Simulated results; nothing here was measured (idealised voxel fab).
Name of the process module below: voxel wiring stack
For reference, the cross-section in this document is cut, with width 190 nm and square cells of 5 nm.
A cross-section is written here as square cells arranged in a grid, and it is given in bands from the top down, each band taking up one or more rows of cells. For a band, the entry starts with two heights in nm, that of the top and then that of the bottom, and carries on with the band's materials in order from left to right, each alongside its width in nm; the word "everywhere" beside a single material means it fills the band edge to edge, and "blank" means empty space. Ref level 0: as-received wafer is one material below here. Bottom band extends down with no lower bound ("0 and below"). Graded width ("30->40"): value in top row of band = first number; value in bottom row = second number; row-to-row change constant. What does "nothing different" mean for a step? It means no cell of the cross-section changed in that step. If an empty space has no open way to the top and is at least 8 cells in size, "Sealed internal voids" lists it, written width x height at distance, where distance is measured from the left edge and every value is in nm. Whatever follows a step's settings on its line is a remark the simulator itself makes about that step. "overlay nm", when on a step's line for a step with a mask, measures how far to the right of its planned place the mask lay; a negative measure means to the left.

# These are the steps we planned for the process
1: RECEIVE: material Si
2: CONFORMAL_DEP: material SiO2, thk nm 10
3: CONFORMAL_DEP: material SiCN, thk nm 5
4: DIRECTIONAL_DEP: material lowk, thk nm 20
5: DIRECTIONAL_DEP: material aC, thk nm 15
6: PATTERN: tone open, mask id METAL_1, material resist, width nm 25, pitch nm 55, thk nm 35, overlay nm 0
7: DIRECTIONAL_ETCH: etch materials aC, depth nm 15
8: STRIP: etch materials resist
9: DIRECTIONAL_ETCH: etch materials lowk, depth nm 20
10: DIRECTIONAL_ETCH: etch materials SiCN, depth nm 5
11: STRIP: etch materials aC
12: CONFORMAL_DEP: material TiN, thk nm 5
13: FILL_DEP: material Cu, thk nm 5
14: CMP: height nm 35
15: CONFORMAL_DEP: material SiCN, thk nm 5
16: DIRECTIONAL_DEP: material lowk, thk nm 10
17: DIRECTIONAL_DEP: material aC, thk nm 10
18: PATTERN: tone open, mask id PLUG_1, material resist, width nm 15, thk nm 30, overlay nm 0
19: DIRECTIONAL_ETCH: etch materials aC, depth nm 10
20: STRIP: etch materials resist
21: DIRECTIONAL_ETCH: etch materials lowk, depth nm 10
22: DIRECTIONAL_ETCH: etch materials SiCN, depth nm 5
23: STRIP: etch materials aC
24: EPI: material Ru, thk nm 10
25: EPI: material Ru, thk nm 5
26: DIRECTIONAL_DEP: material TiN, thk nm 5
27: DIRECTIONAL_DEP: material Ru, thk nm 15
28: DIRECTIONAL_DEP: material aC, thk nm 10
29: PATTERN: tone cover, mask id METAL_2, material resist, width nm 25, pitch nm 55, thk nm 30, overlay nm 0
30: DIRECTIONAL_ETCH: etch materials aC, depth nm 10
31: STRIP: etch materials resist
32: DIRECTIONAL_ETCH: etch materials Ru, depth nm 15
33: DIRECTIONAL_ETCH: etch materials TiN, depth nm 5
34: STRIP: etch materials aC
35: CONFORMAL_DEP: material SiN, thk nm 5
36: FILL_DEP: material SiO2, thk nm 10
37: CMP: height nm 70
38: CONFORMAL_DEP: material SiCN, thk nm 5
39: DIRECTIONAL_DEP: material lowk, thk nm 30
40: DIRECTIONAL_DEP: material aC, thk nm 15
41: PATTERN: tone open, mask id METAL_3, material resist, width nm 25, pitch nm 55, thk nm 35, overlay nm 0
42: DIRECTIONAL_ETCH: etch materials aC, depth nm 15
43: STRIP: etch materials resist
44: DIRECTIONAL_ETCH: etch materials lowk, depth nm 20
45: STRIP: etch materials aC
46: PATTERN: tone open, mask id METAL_3_HOLES, material resist, width nm 15, pitch nm 55, thk nm 15, overlay nm 0
47: DIRECTIONAL_ETCH: etch materials lowk, depth nm 10
48: DIRECTIONAL_ETCH: etch materials SiCN, depth nm 5
49: STRIP: etch materials resist
50: CONFORMAL_DEP: material TiN, thk nm 5
51: FILL_DEP: material Ru, thk nm 5
52: CMP: height nm 105
53: CONFORMAL_DEP: material SiCN, thk nm 5
54: DIRECTIONAL_DEP: material lowk, thk nm 25
55: MASKED_ETCH: tone open, mask id METAL_4_HOLES, width nm 15, pitch nm 55, etch materials lowk, depth nm 25, overlay nm 0
56: DIRECTIONAL_DEP: material aC, thk nm 10
57: PATTERN: tone open, mask id METAL_4, material resist, width nm 25, pitch nm 55, thk nm 30, overlay nm 0
58: DIRECTIONAL_ETCH: etch materials aC, depth nm 10
59: STRIP: etch materials resist
60: DIRECTIONAL_ETCH: etch materials lowk, depth nm 15
61: DIRECTIONAL_ETCH: etch materials SiCN, depth nm 5
62: STRIP: etch materials aC
63: CONFORMAL_DEP: material TiN, thk nm 5
64: FILL_DEP: material Cu, thk nm 10
65: CMP: height nm 135
66: CONFORMAL_DEP: material SiCN, thk nm 5

# Cross-section: wafer on arrival = after step 1
	0 and below = Si everywhere
	Sealed internal voids: none

# Cross-sectional view of the first of the two wafers upon completion of the module, processed in accordance with the plan
	140 down to 135 = SiCN everywhere
	135 down to 125 = lowk 55; TiN 5; Cu 15; TiN 5; lowk 30; TiN 5; Cu 15; TiN 5; lowk 55
	125 down to 120 = lowk 55; TiN 5; Cu 5; TiN 15; lowk 30; TiN 5; Cu 5; TiN 15; lowk 55
	120 down to 110 = lowk 55; TiN 5; Cu 5; TiN 5; lowk 40; TiN 5; Cu 5; TiN 5; lowk 65
	110 down to 105 = SiCN 55; TiN 15; SiCN 40; TiN 15; SiCN 65
	105 down to 90 = lowk 55; TiN 5; Ru 15; TiN 5; lowk 30; TiN 5; Ru 15; TiN 5; lowk 55
	90 down to 85 = lowk 55; TiN 5; Ru 5; TiN 15; lowk 30; TiN 5; Ru 5; TiN 15; lowk 55
	85 down to 75 = lowk 55; TiN 5; Ru 5; TiN 5; lowk 40; TiN 5; Ru 5; TiN 5; lowk 65
	75 down to 70 = SiCN 55; TiN 15; SiCN 40; TiN 15; SiCN 65
	70 down to 55 = SiO2 50; SiN 5; Ru 25; SiN 5; SiO2 20; SiN 5; Ru 25; SiN 5; SiO2 50
	55 down to 50 = SiN 55; TiN 25; SiN 30; TiN 25; SiN 55
	50 down to 40 = lowk 55; Ru 15; lowk 120
	40 down to 35 = SiCN 55; Ru 15; SiCN 120
	35 down to 15 = lowk 55; TiN 5; Cu 15; TiN 5; lowk 30; TiN 5; Cu 15; TiN 5; lowk 55
	15 down to 10 = SiCN 55; TiN 25; SiCN 30; TiN 25; SiCN 55
	10 down to 0 = SiO2 everywhere
	0 and below = Si everywhere
	Sealed internal voids: none

# Wafer two, sectioned after the module: the first wafer's start, the first wafer's plan, and one mistake in how it was run
	140 down to 135 = SiCN everywhere
	135 down to 125 = lowk 55; TiN 5; Cu 15; TiN 5; lowk 30; TiN 5; Cu 15; TiN 5; lowk 55
	125 down to 120 = lowk 55; TiN 5; Cu 5; TiN 15; lowk 30; TiN 5; Cu 5; TiN 15; lowk 55
	120 down to 110 = lowk 55; TiN 5; Cu 5; TiN 5; lowk 40; TiN 5; Cu 5; TiN 5; lowk 65
	110 down to 105 = SiCN 55; TiN 15; SiCN 40; TiN 15; SiCN 65
	105 down to 90 = lowk 55; TiN 5; Ru 15; TiN 5; lowk 30; TiN 5; Ru 15; TiN 5; lowk 55
	90 down to 85 = lowk 55; TiN 5; Ru 5; TiN 15; lowk 30; TiN 5; Ru 5; TiN 15; lowk 55
	85 down to 75 = lowk 55; TiN 5; Ru 5; TiN 5; lowk 40; TiN 5; Ru 5; TiN 5; lowk 65
	75 down to 70 = SiCN 55; TiN 15; SiCN 40; TiN 15; SiCN 65
	70 down to 65 = SiO2 50; SiN 5; Ru 25; SiN 5; SiO2 20; SiN 5; Ru 25; SiN 5; SiO2 50
	65 down to 60 = SiO2 40; SiN 15; TiN 25; SiN 5; SiO2 20; SiN 5; Ru 25; SiN 5; SiO2 50
	60 down to 55 = SiO2 40; SiN 5; Ru 35; SiN 5; SiO2 20; SiN 5; Ru 25; SiN 5; SiO2 50
	55 down to 50 = SiN 45; Ru 35; SiN 30; TiN 25; SiN 55
	50 down to 40 = lowk 55; Ru 15; lowk 120
	40 down to 35 = SiCN 55; Ru 15; SiCN 120
	35 down to 15 = lowk 55; TiN 5; Cu 15; TiN 5; lowk 30; TiN 5; Cu 15; TiN 5; lowk 55
	15 down to 10 = SiCN 55; TiN 25; SiCN 30; TiN 25; SiCN 55
	10 down to 0 = SiO2 everywhere
	0 and below = Si everywhere
	Sealed internal voids: none
Misprocessing identified: step 24 of the plan saw execution twice
The final cell counts differ between the wafers, with the second having more or fewer of some materials than the first: +4 Ru, -4 SiO2
